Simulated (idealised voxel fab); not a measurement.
Module name: voxel lift off (process module)
Xsec cut, 190 nm wide, square cell size 5 nm.
Just so we're on the same page, the cross-sections are grids of square cells, and they're listed out in bands top to bottom, each band one or more rows deep.
Basically the band line says how high the top is and how high the bottom is, in nm, and then what's in it from left to right, every material with its width in nm. Empty space shows up as "blank", and if a single material carries "everywhere" it runs the full band edge to edge.
Heights are expressed relative to 0, this being the level below which the as-received wafer comprises one material exclusively. The lowest band is unbounded in the downward direction and is denoted as in "from 0 down".
A two-number width, for instance "30->40", indicates that the width is equal to the first number in the top row of the band and to the second number in the bottom row, and that it changes by a constant amount per row of cells.
Reading "everything unchanged" for a step: not a cell of the cross-section changed in it.
Enclosed voids (no open way to top), threshold 8 cells or more, entry "Sealed-off cavities", notation width x height at distance, distance from left edge, nm.
Formally, on a step line, whatever follows the settings is a remark that the simulator itself makes on the step.
On any step carrying a mask, the "overlay nm" setting, if present on the step's line, tells how far right of its planned place the mask lay; negative values point to the left.
[List of planned process steps]
1. RECEIVE, material Si
2. CONFORMAL_DEP, material Al2O3, thk nm 5
3. PATTERN, tone open, mask id LINES, material resist, width nm 30, pitch nm 60, thk nm 20, overlay nm 0
4. DIRECTIONAL_DEP, material Ru, thk nm 5
5. STRIP, etch materials resist
6. CONFORMAL_DEP, material SiCN, thk nm 10
[Cross-section of the incoming wafer, state after step 1]
  from 0 down: Si everywhere
  Sealed-off cavities: none
[The first of two wafers, cross-sectioned at the end of the module, with the run proceeding as planned]
  from 20 to 15: blank 40 nm; SiCN 50 nm; blank 10 nm; SiCN 50 nm; blank 40 nm
  from 15 to 10: SiCN everywhere
  from 10 to 5: SiCN 50 nm; Ru 30 nm; SiCN 30 nm; Ru 30 nm; SiCN 50 nm
  from 5 to 0: Al2O3 everywhere
  from 0 down: Si everywhere
  Sealed-off cavities: none
[Wafer two, end of module, cross-section. Same start, same plan as wafer one. One mistake in the run]
  from 20 to 15: blank 30 nm; SiCN 50 nm; blank 10 nm; SiCN 50 nm; blank 50 nm
  from 15 to 10: SiCN everywhere
  from 10 to 5: SiCN 40 nm; Ru 30 nm; SiCN 30 nm; Ru 30 nm; SiCN 60 nm
  from 5 to 0: Al2O3 everywhere
  from 0 down: Si everywhere
  Sealed-off cavities: none
Deviation from plan: contrary to plan, step 3 was performed as PATTERN, tone open, mask id LINES, material resist, width nm 30, pitch nm 60, thk nm 20, overlay nm -10
By the end, you'd get the same cell count for each material on either wafer, but the second wafer puts them somewhere else.
